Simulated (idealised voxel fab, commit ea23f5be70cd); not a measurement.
Process module, titled voxel transistor to metal
For reference, the cross-section in this document is cut, with width 200 nm and square cells of 5 nm.
Cross-section layout: square cells on a grid; listed as bands, top to bottom; a band spans one or more cell rows. What a band's entry tells you: where the top is and where the bottom is, as heights in nm, and after that what lies inside, material by material from left to right, each with its width in nm. Empty space is written as the word "air", and a single material marked with the word "all across" occupies the band from edge to edge. Heights are measured from 0, the level below which the as-received wafer is all one material; the lowest band has no bottom and continues downward, written as in "top 0, no bottom". When a width is written as two numbers, as in "30 to 40", the first number is the width in the top row of cells of the band and the second is the width in its bottom row, and the width changes by the same amount from each row to the next. "stayed the same" means the step left every cell of the cross-section as it was. Each empty space that has no open way to the top and spans at least 8 cells appears under "Voids, sealed" as width x height at distance, the distance counted from the left edge, all in nm. Note: text after step settings on the step line = simulator remark on that step. What "overlay nm" on a step's line means: if the step has a mask, that mask lay this far to the right of its planned place, or, when the value is negative, to the left.
-- Listed below are the process steps as planned
- 1: RECEIVE,material Si
- 2: CONFORMAL_DEP,material SiO2,thk nm 5
- 3: CONFORMAL_DEP,material SiN,thk nm 10
- 4: MASKED_ETCH,tone cover,mask id ACTIVE,width nm 135,etch materials SiN,depth nm 10,overlay nm 0
- 5: MASKED_ETCH,tone cover,mask id ACTIVE,width nm 135,etch materials SiO2,depth nm 5,overlay nm 0
- 6: MASKED_ETCH,tone cover,mask id ACTIVE,width nm 135,etch materials Si,depth nm 35,overlay nm 0
- 7: OXIDIZE,depth nm 5
- 8: FILL_DEP,material SiO2,thk nm 10
- 9: CMP,height nm 15
- 10: SELECTIVE_ETCH,etch materials SiO2,depth nm 5
- 11: STRIP,etch materials SiN
- 12: SELECTIVE_ETCH,etch materials SiO2,depth nm 5
- 13: OXIDIZE,depth nm 5
- 14: DIRECTIONAL_DEP,material polySi,thk nm 30
- 15: DIRECTIONAL_DEP,material SiCN,thk nm 15
- 16: DIRECTIONAL_DEP,material aC,thk nm 15
- 17: PATTERN,tone cover,mask id GATE,material resist,width nm 35,thk nm 35,overlay nm 0
- 18: DIRECTIONAL_ETCH,etch materials aC,depth nm 15
- 19: STRIP,etch materials resist
- 20: DIRECTIONAL_ETCH,etch materials SiCN,depth nm 25
- 21: DIRECTIONAL_ETCH,etch materials polySi,depth nm 40
- 22: STRIP,etch materials aC
- 23: CONFORMAL_DEP,material SiO2,thk nm 5
- 24: DIRECTIONAL_ETCH,etch materials SiO2,depth nm 5
- 25: CONFORMAL_DEP,material SiN,thk nm 10
- 26: DIRECTIONAL_ETCH,etch materials SiN,depth nm 10
- 27: DIRECTIONAL_ETCH,etch materials SiO2,depth nm 5
- 28: DIRECTIONAL_ETCH,etch materials Si,depth nm 5
- 29: EPI,material pSi,thk nm 5
- 30: FILL_DEP,material SiO2,thk nm 5
- 31: CMP,height nm 30
- 32: STRIP,etch materials polySi
- 33: SELECTIVE_ETCH,etch materials SiO2,depth nm 5
- 34: CONFORMAL_DEP,material HfO2,thk nm 5
- 35: CONFORMAL_DEP,material TiN,thk nm 5
- 36: FILL_DEP,material W,thk nm 5
- 37: CMP,height nm 25
- 38: DIRECTIONAL_DEP,material SiO2,thk nm 10
- 39: PATTERN,tone open,mask id CONTACT,material resist,width nm 20,pitch nm 95,thk nm 15,overlay nm 0
- 40: DIRECTIONAL_ETCH,etch materials SiO2,depth nm 40
- 41: STRIP,etch materials resist
- 42: CONFORMAL_DEP,material TiN,thk nm 5
- 43: FILL_DEP,material W,thk nm 10
- 44: CMP,height nm 35
- 45: DIRECTIONAL_DEP,material TiN,thk nm 5
- 46: DIRECTIONAL_DEP,material Ru,thk nm 15
- 47: MASKED_ETCH,tone cover,mask id METAL_1,width nm 20,pitch nm 95,etch materials Ru,depth nm 15,overlay nm 0
- 48: MASKED_ETCH,tone cover,mask id METAL_1,width nm 20,pitch nm 95,etch materials TiN,depth nm 5,overlay nm 0
- 49: CONFORMAL_DEP,material SiN,thk nm 5
- 50: FILL_DEP,material lowk,thk nm 5
- 51: CMP,height nm 55
- 52: CONFORMAL_DEP,material SiCN,thk nm 5
-- Cross-section, incoming material, after step 1
> top 0, no bottom = Si all across
> Voids, sealed: none
-- Wafer at module end, in section. Began as above, planned as above, run with one mistake
> top 60, bottom 55 = SiCN all across
> top 55, bottom 40 = 35 lowk | 5 SiN | 20 Ru | 5 SiN | 65 lowk | 5 SiN | 20 Ru | 5 SiN | 40 lowk
> top 40, bottom 35 = 40 SiN | 20 TiN | 75 SiN | 20 TiN | 45 SiN
> top 35, bottom 30 = 45 TiN | 10 W | 85 TiN | 10 W | 50 TiN
> top 30, bottom 20 = 40 SiO2 | 5 TiN | 10 W | 5 TiN | 75 SiO2 | 5 TiN | 10 W | 5 TiN | 45 SiO2
> top 20, bottom 5 = 40 SiO2 | 5 TiN | 10 W | 5 TiN | 5 SiO2 | 10 SiN | 5 HfO2 | 5 TiN | 25 W | 5 TiN | 5 HfO2 | 10 SiN | 5 SiO2 | 5 TiN | 10 W | 5 TiN | 45 SiO2
> top 5, bottom 0 = 30 SiO2 | 10 SiN | 10 TiN | 5 W | 5 TiN | 5 SiO2 | 10 SiN | 5 HfO2 | 35 TiN | 5 HfO2 | 10 SiN | 5 SiO2 | 5 TiN | 5 W | 10 TiN | 10 SiN | 35 SiO2
> top 0, bottom -5 = 40 SiO2 | 5 pSi | 15 TiN | 5 pSi | 10 SiO2 | 45 HfO2 | 10 SiO2 | 5 pSi | 15 TiN | 5 pSi | 45 SiO2
> top -5, bottom -10 = 35 SiO2 | 5 Si | 25 pSi | 65 Si | 25 pSi | 5 Si | 40 SiO2
> top -10, bottom -40 = 35 SiO2 | 125 Si | 40 SiO2
> top -40, no bottom = Si all across
> Voids, sealed: none
Where did the run depart from the plan? it should be noted that step 37 was executed with settings other than those planned, the operation and settings actually applied being CMP,height nm 20
